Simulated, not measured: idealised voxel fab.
process module | voxel self aligned vias
cross-section cut | 220 nm wide | cells 5 nm
A cross-section is a grid of square cells, given in bands from the top down. A band is one or more rows of cells.
Each band's line starts with the height of the band's top and of its bottom, in nm. Then come its materials from left to right, each with its width in nm. One material with "throughout" fills the band from edge to edge. "air" is empty space.
Height 0 is the level under which the wafer as received is all one material. The lowest band goes on downwards, as in "0 down".
A width such as "30 to 40" changes by the same amount from each row of cells to the next, from the band's top row to its bottom row.
"no change" after a step means that no cell of the cross-section changed.
closed voids: empty space of 8 cells or more with no open way to the top, each as width x height at its distance from the left edge, in nm
after a step's settings: what the simulator itself notes on the step
overlay nm, on a step with a mask: how far to the right of its planned place the mask lay; to the left if negative
plan
1 op RECEIVE | material Si
2 op CONFORMAL_DEP | material SiO2 | thk nm 10
3 op CONFORMAL_DEP | material SiCN | thk nm 5
4 op DIRECTIONAL_DEP | material lowk | thk nm 20
5 op PATTERN | tone open | mask id LINES | material resist | width nm 25 | pitch nm 70 | thk nm 15 | overlay nm 0
6 op DIRECTIONAL_ETCH | etch materials lowk | depth nm 20
7 op STRIP | etch materials resist
8 op CONFORMAL_DEP | material TiN | thk nm 5
9 op FILL_DEP | material W | thk nm 5
10 op CMP | height nm 35
11 op SELECTIVE_ETCH | etch materials W Ru TiN | depth nm 5
12 op FILL_DEP | material SiN | thk nm 5
13 op CMP | height nm 35
14 op DIRECTIONAL_DEP | material lowk | thk nm 20
15 op PATTERN | tone open | mask id VIAS | material resist | width nm 45 | thk nm 20 | overlay nm 0
16 op DIRECTIONAL_ETCH | etch materials lowk | depth nm 20
17 op DIRECTIONAL_ETCH | etch materials SiN | depth nm 5
18 op STRIP | etch materials resist
19 op CONFORMAL_DEP | material TiN | thk nm 5
20 op FILL_DEP | material W | thk nm 5
21 op CMP | height nm 55
22 op CONFORMAL_DEP | material SiCN | thk nm 5
as received, after step 1
  0 down: Si throughout
  closed voids: none
first wafer at the end, as planned
  60 to 55: SiCN throughout
  55 to 40: lowk 50 | TiN 5 | W 35 | TiN 5 | lowk 125
  40 to 35: lowk 50 | TiN 15 | W 15 | TiN 15 | lowk 125
  35 to 30: lowk 60 | TiN 25 | lowk 45 | SiN 25 | lowk 65
  30 to 20: lowk 60 | TiN 5 | W 15 | TiN 5 | lowk 45 | TiN 5 | W 15 | TiN 5 | lowk 65
  20 to 15: lowk 60 | TiN 25 | lowk 45 | TiN 25 | lowk 65
  15 to 10: SiCN throughout
  10 to 0: SiO2 throughout
  0 down: Si throughout
  closed voids: none
second wafer at the end: like start, like plan, one mistake
  60 to 55: SiCN throughout
  55 to 35: lowk 50 | TiN 5 | W 35 | TiN 5 | lowk 125
  35 to 30: lowk 50 | TiN 45 | lowk 35 | SiN 25 | lowk 65
  30 to 20: lowk 50 | TiN 15 | W 15 | TiN 15 | lowk 35 | TiN 5 | W 15 | TiN 5 | lowk 65
  20 to 15: lowk 50 | TiN 45 | lowk 35 | TiN 25 | lowk 65
  15 to 10: SiCN throughout
  10 to 0: SiO2 throughout
  0 down: Si throughout
  closed voids: none
what went wrong: step 16 was run twice
at the end the second wafer has, in cells: 12 more of TiN | 4 more of W | 16 fewer of lowk
